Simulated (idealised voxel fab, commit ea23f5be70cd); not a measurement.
Process module name: voxel plated lines
Displayed cross-section: cut, width of 240 nm, square cells sized 5 nm.
Think of the cross-section as a grid of square cells. We describe it in bands, top to bottom, and each band covers one or more rows of those cells.
Band: top and bottom heights (nm) first, top before bottom; then materials from left to right, widths in nm. "edge to edge" marks a sole material filling the band edge to edge. "blank" denotes empty space.
The level at which height equals 0 is the one under which the wafer, as it arrives, is entirely one material. No lower edge exists for the bottom band, which continues downward and is notated as in "0 -> down".
The width entry "30 to 40" should be interpreted row by row: the top row of cells in the band takes the first number, the bottom row takes the second number, and the change between adjacent rows is uniform throughout.
"nothing changed" (step): cross-section cells unchanged, all of them.
Empty spaces counting at least 8 cells and having no open way to the top are listed in "Closed voids list". The notation width x height at distance is used for each, the distance being from the left edge and all three values in nm.
It should be noted that, on the line of a given step, the content following the step's settings is a remark produced by the simulator itself with respect to that step.
Steps that use a mask can have "overlay nm" on their line. It says how far the mask sat to the right of where it was meant to be. Negative means to the left.
## Process steps (planned)
| 1 | RECEIVE,material Si |
| 2 | CONFORMAL_DEP,material SiO2,thk nm 5 |
| 3 | DIRECTIONAL_DEP,material TiN,thk nm 5 |
| 4 | PATTERN,tone open,mask id LINES,material resist,width nm 20,pitch nm 50,thk nm 15,overlay nm 0 |
| 5 | EPI,material Ru,thk nm 5 |
| 6 | STRIP,etch materials resist |
| 7 | DIRECTIONAL_ETCH,etch materials TiN,depth nm 5 |
| 8 | CONFORMAL_DEP,material SiN,thk nm 5 |
## Cross-section of the incoming wafer, state after step 1
* 0 -> down = Si edge to edge
* Closed voids list: none
## Module complete, cross-section. Starting point and plan per above. One mistake made in running the module
* 20 -> 15 = 40 of blank; 30 of SiN; 20 of blank; 30 of SiN; 20 of blank; 30 of SiN; 20 of blank; 30 of SiN; 20 of blank
* 15 -> 10 = 40 of blank; 5 of SiN; 20 of Ru; 5 of SiN; 20 of blank; 5 of SiN; 20 of Ru; 5 of SiN; 20 of blank; 5 of SiN; 20 of Ru; 5 of SiN; 20 of blank; 5 of SiN; 20 of Ru; 5 of SiN; 20 of blank
* 10 -> 5 = 45 of SiN; 20 of TiN; 30 of SiN; 20 of TiN; 30 of SiN; 20 of TiN; 30 of SiN; 20 of TiN; 25 of SiN
* 5 -> 0 = SiO2 edge to edge
* 0 -> down = Si edge to edge
* Closed voids list: none
Error vs. plan: for step 4, the planned setting was not used; the step was instead run as PATTERN,tone open,mask id LINES,material resist,width nm 20,pitch nm 50,thk nm 15,overlay nm 10
